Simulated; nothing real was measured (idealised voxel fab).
Name of the process module below: voxel self aligned contacts
Section cut is 225 nm wide and gridded with 5 nm square cells.
Think of the cross-section as a grid of square cells. We describe it in bands, top to bottom, and each band covers one or more rows of those cells. Look at the band entry: it leads with the top's height and the bottom's height in nm. Then it lists the materials left to right, with a width in nm for each. The word "edge to edge" on a single material says that material fills the band edge to edge. The word "empty" is empty space. Heights from 0 (as-received wafer is one material below). Bottom band endless downward, as "0 -> down". Width spec "30->40" -> top row of cells at first value, bottom row at second value, equal per-row change in between. Reading "identical to before" for a step: not a cell of the cross-section changed in it. In "Closed void entries" the enclosed voids are listed, meaning empty spaces of 8 cells or larger without any opening to the top. The form is width x height at distance, distance from the left edge, units nm. Note: text after step settings on the step line = simulator remark on that step. overlay nm: mask right of planned place by this much (step with mask). Neg. = left.
The process steps that were planned are listed below:
| 1 | RECEIVE,material Si |
| 2 | OXIDIZE,depth nm 5 |
| 3 | DIRECTIONAL_DEP,material polySi,thk nm 30 |
| 4 | DIRECTIONAL_DEP,material SiN,thk nm 15 |
| 5 | MASKED_ETCH,tone cover,mask id GATE,width nm 30,pitch nm 55,etch materials SiN,depth nm 15,overlay nm 0 |
| 6 | MASKED_ETCH,tone cover,mask id GATE,width nm 30,pitch nm 55,etch materials polySi,depth nm 30,overlay nm 0 |
| 7 | CONFORMAL_DEP,material SiN,thk nm 5 |
| 8 | DIRECTIONAL_ETCH,etch materials SiN,depth nm 5 |
| 9 | FILL_DEP,material SiO2,thk nm 20 |
| 10 | CMP,height nm 55 |
| 11 | MASKED_ETCH,tone open,mask id CONTACT,width nm 35,pitch nm 55,etch materials SiO2,depth nm 60,overlay nm 0 |
| 12 | CONFORMAL_DEP,material TiN,thk nm 5 |
| 13 | FILL_DEP,material W,thk nm 10 |
| 14 | CMP,height nm 55 |
| 15 | CONFORMAL_DEP,material SiN,thk nm 5 |
So this is the incoming wafer in cross-section - it's already been through step 1:
- 0 -> down | Si edge to edge
- Closed void entries: none
Figure: cross-sectional view of the wafer upon completion of the module, processed from the initial state and according to the plan depicted above, with one error introduced during execution:
- 60 -> 55 | SiN edge to edge
- 55 -> 50 | 65 of SiO2; 15 of TiN; 5 of W; 15 of TiN; 20 of SiO2; 15 of TiN; 5 of W; 15 of TiN; 70 of SiO2
- 50 -> 45 | 35 of SiO2; 40 of W; 5 of TiN; 5 of W; 5 of TiN; 40 of W; 5 of TiN; 5 of W; 5 of TiN; 40 of W; 40 of SiO2
- 45 -> 30 | 35 of SiO2; 5 of W; 30 of SiN; 5 of W; 5 of TiN; 5 of W; 5 of TiN; 5 of W; 30 of SiN; 5 of W; 5 of TiN; 5 of W; 5 of TiN; 5 of W; 30 of SiN; 5 of W; 40 of SiO2
- 30 -> 10 | 35 of SiO2; 5 of W; 30 of polySi; 5 of W; 5 of TiN; 5 of W; 5 of TiN; 5 of W; 30 of polySi; 5 of W; 5 of TiN; 5 of W; 5 of TiN; 5 of W; 30 of polySi; 5 of W; 40 of SiO2
- 10 -> 5 | 35 of SiO2; 5 of W; 30 of polySi; 5 of W; 15 of TiN; 5 of W; 30 of polySi; 5 of W; 15 of TiN; 5 of W; 30 of polySi; 5 of W; 40 of SiO2
- 5 -> 0 | 40 of W; 30 of polySi; 25 of W; 30 of polySi; 25 of W; 30 of polySi; 45 of W
- 0 -> -5 | SiO2 edge to edge
- -5 -> down | Si edge to edge
- Closed void entries: none
Want to know what went wrong? step 7 ran differently from the plan; actual operation with settings: CONFORMAL_DEP,material W,thk nm 5
